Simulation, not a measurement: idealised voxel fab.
process module | voxel gate over fins
cross-section cut | 265 nm wide | cells 5 nm
A cross-section is a grid of square cells, given in bands from the top down. A band is one or more rows of cells.
Each band's line starts with the height of the band's top and of its bottom, in nm. Then come its materials from left to right, each with its width in nm. One material with "throughout" fills the band from edge to edge. "air" is empty space.
Height 0 is the level under which the wafer as received is all one material. The lowest band goes on downwards, as in "0 down".
A width such as "30 to 40" changes by the same amount from each row of cells to the next, from the band's top row to its bottom row.
"no change" after a step means that no cell of the cross-section changed.
closed voids: empty space of 8 cells or more with no open way to the top, each as width x height at its distance from the left edge, in nm
after a step's settings: what the simulator itself notes on the step
overlay nm, on a step with a mask: how far to the right of its planned place the mask lay; to the left if negative
plan
1 op RECEIVE | material Si
2 op CONFORMAL_DEP | material SiN | thk nm 5
3 op DIRECTIONAL_DEP | material aC | thk nm 10
4 op PATTERN | tone cover | mask id FINS | material resist | width nm 15 | pitch nm 40 | thk nm 30 | overlay nm 0
5 op DIRECTIONAL_ETCH | etch materials aC | depth nm 10
6 op STRIP | etch materials resist
7 op DIRECTIONAL_ETCH | etch materials SiN | depth nm 5
8 op DIRECTIONAL_ETCH | etch materials Si | depth nm 30
9 op STRIP | etch materials aC
10 op OXIDIZE | depth nm 5
11 op FILL_DEP | material SiO2 | thk nm 15
12 op CMP | height nm 5
13 op SELECTIVE_ETCH | etch materials SiO2 | depth nm 20
14 op STRIP | etch materials SiN
15 op CONFORMAL_DEP | material HfO2 | thk nm 5
16 op CONFORMAL_DEP | material TiN | thk nm 5
17 op FILL_DEP | material W | thk nm 15
18 op CMP | height nm 20
19 op CONFORMAL_DEP | material SiN | thk nm 10
as received, after step 1
  0 down: Si throughout
  closed voids: none
a wafer at the end: this start, this plan, one mistake
  35 to 20: SiN throughout
  20 to 10: W throughout
  10 to 5: W 100 | TiN 25 | W 15 | TiN 25 | W 100
  5 to 0: W 100 | TiN 5 | HfO2 15 | TiN 5 | W 15 | TiN 5 | HfO2 15 | TiN 5 | W 100
  0 to -5: W 100 | TiN 5 | HfO2 5 | Si 5 | HfO2 5 | TiN 5 | W 15 | TiN 5 | HfO2 5 | Si 5 | HfO2 5 | TiN 5 | W 100
  -5 to -10: TiN 105 | HfO2 5 | Si 5 | HfO2 5 | TiN 25 | HfO2 5 | Si 5 | HfO2 5 | TiN 105
  -10 to -15: HfO2 110 | Si 5 | HfO2 35 | Si 5 | HfO2 110
  -15 to -35: SiO2 110 | Si 5 | SiO2 35 | Si 5 | SiO2 110
  -35 down: Si throughout
  closed voids: none
what went wrong: step 19 ran as: op CONFORMAL_DEP | material SiN | thk nm 15
